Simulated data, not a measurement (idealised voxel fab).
process module | voxel ribs on slabs
cross-section cut | 215 nm wide | cells 5 nm
A cross-section is a grid of square cells, given in bands from the top down. A band is one or more rows of cells.
Each band's line starts with the height of the band's top and of its bottom, in nm. Then come its materials from left to right, each with its width in nm. One material with "throughout" fills the band from edge to edge. "air" is empty space.
Height 0 is the level under which the wafer as received is all one material. The lowest band goes on downwards, as in "0 down".
A width such as "30 to 40" changes by the same amount from each row of cells to the next, from the band's top row to its bottom row.
"no change" after a step means that no cell of the cross-section changed.
closed voids: empty space of 8 cells or more with no open way to the top, each as width x height at its distance from the left edge, in nm
after a step's settings: what the simulator itself notes on the step
overlay nm, on a step with a mask: how far to the right of its planned place the mask lay; to the left if negative
plan
1 op RECEIVE | material Si
2 op DIRECTIONAL_DEP | material SiO2 | thk nm 25
3 op DIRECTIONAL_DEP | material SiN | thk nm 25
4 op MASKED_ETCH | tone cover | mask id RIB | width nm 30 | etch materials SiN | depth nm 15 | overlay nm 0
5 op DIRECTIONAL_DEP | material aC | thk nm 15
6 op PATTERN | tone cover | mask id SLAB | material resist | width nm 60 | thk nm 35 | overlay nm 0
7 op DIRECTIONAL_ETCH | etch materials aC | depth nm 15
8 op STRIP | etch materials resist
9 op DIRECTIONAL_ETCH | etch materials SiN | depth nm 10
10 op STRIP | etch materials aC
11 op FILL_DEP | material SiO2 | thk nm 25
12 op CMP | height nm 70
13 op DIRECTIONAL_DEP | material W | thk nm 10
14 op PATTERN | tone cover | mask id HEATER | material resist | width nm 40 | thk nm 20 | overlay nm 0
15 op DIRECTIONAL_ETCH | etch materials W | depth nm 10
16 op STRIP | etch materials resist
17 op CONFORMAL_DEP | material SiO2 | thk nm 5
first wafer, as planned
as received, after step 1
  0 down: Si throughout
  closed voids: none
after step 2
  25 to 0: SiO2 throughout
  below 0: unchanged
after step 3
  50 to 25: SiN throughout
  below 25: unchanged
after step 4
  50 to 35: air 90 | SiN 30 | air 95
  below 35: unchanged
after step 5
  65 to 50: air 90 | aC 30 | air 95
  50 to 35: aC 90 | SiN 30 | aC 95
  below 35: unchanged
after step 6
  100 to 65: air 75 | resist 60 | air 80
  65 to 50: air 75 | resist 15 | aC 30 | resist 15 | air 80
  below 50: unchanged
after step 7
  85 to 65: air 75 | resist 60 | air 80
  65 to 50: air 75 | resist 15 | aC 30 | resist 15 | air 80
  50 to 35: air 75 | aC 15 | SiN 30 | aC 15 | air 80
  below 35: unchanged
after step 8
  65 to 50: air 90 | aC 30 | air 95
  below 50: unchanged
after step 9
  65 to 50: air 90 | aC 30 | air 95
  50 to 35: air 75 | aC 15 | SiN 30 | aC 15 | air 80
  35 to 25: air 75 | SiN 60 | air 80
  below 25: unchanged
after step 10
  50 to 35: air 90 | SiN 30 | air 95
  below 35: unchanged
after step 11
  75 to 50: SiO2 throughout
  50 to 35: SiO2 90 | SiN 30 | SiO2 95
  35 to 25: SiO2 75 | SiN 60 | SiO2 80
  below 25: unchanged
after step 12
  70 to 50: SiO2 throughout
  below 50: unchanged
after step 13
  80 to 70: W throughout
  below 70: unchanged
after step 14
  100 to 80: air 85 | resist 40 | air 90
  below 80: unchanged
after step 15
  100 to 80: air 85 | resist 40 | air 90
  80 to 70: air 85 | W 40 | air 90
  below 70: unchanged
after step 16
  80 to 70: air 85 | W 40 | air 90
  below 70: unchanged
after step 17
  85 to 80: air 80 | SiO2 50 | air 85
  80 to 75: air 80 | SiO2 5 | W 40 | SiO2 5 | air 85
  75 to 70: SiO2 85 | W 40 | SiO2 90
  below 70: unchanged
second wafer: like start, like plan, one mistake. Through step 1 it matches the first wafer
when step 2 should have ended
  50 to 0: SiO2 throughout
  below 0: unchanged
when step 3 should have ended
  75 to 50: SiN throughout
  below 50: unchanged
when step 4 should have ended
  75 to 60: air 90 | SiN 30 | air 95
  below 60: unchanged
when step 5 should have ended
  90 to 75: air 90 | aC 30 | air 95
  75 to 60: aC 90 | SiN 30 | aC 95
  below 60: unchanged
when step 6 should have ended
  125 to 90: air 75 | resist 60 | air 80
  90 to 75: air 75 | resist 15 | aC 30 | resist 15 | air 80
  below 75: unchanged
when step 7 should have ended
  110 to 90: air 75 | resist 60 | air 80
  90 to 75: air 75 | resist 15 | aC 30 | resist 15 | air 80
  75 to 60: air 75 | aC 15 | SiN 30 | aC 15 | air 80
  below 60: unchanged
when step 8 should have ended
  90 to 75: air 90 | aC 30 | air 95
  below 75: unchanged
when step 9 should have ended
  90 to 75: air 90 | aC 30 | air 95
  75 to 60: air 75 | aC 15 | SiN 30 | aC 15 | air 80
  60 to 50: air 75 | SiN 60 | air 80
  below 50: unchanged
when step 10 should have ended
  75 to 60: air 90 | SiN 30 | air 95
  below 60: unchanged
when step 11 should have ended
  100 to 75: SiO2 throughout
  75 to 60: SiO2 90 | SiN 30 | SiO2 95
  60 to 50: SiO2 75 | SiN 60 | SiO2 80
  below 50: unchanged
when step 12 should have ended
  70 to 60: SiO2 90 | SiN 30 | SiO2 95
  below 60: unchanged
when step 13 should have ended
  80 to 70: W throughout
  below 70: unchanged
when step 14 should have ended
  100 to 80: air 85 | resist 40 | air 90
  below 80: unchanged
when step 15 should have ended
  100 to 80: air 85 | resist 40 | air 90
  80 to 70: air 85 | W 40 | air 90
  below 70: unchanged
when step 16 should have ended
  80 to 70: air 85 | W 40 | air 90
  below 70: unchanged
when step 17 should have ended
  85 to 80: air 80 | SiO2 50 | air 85
  80 to 75: air 80 | SiO2 5 | W 40 | SiO2 5 | air 85
  75 to 70: SiO2 85 | W 40 | SiO2 90
  below 70: unchanged
what went wrong: step 2 was run twice
at the end the second wafer has, in cells: 6 fewer of SiN | 6 more of SiO2
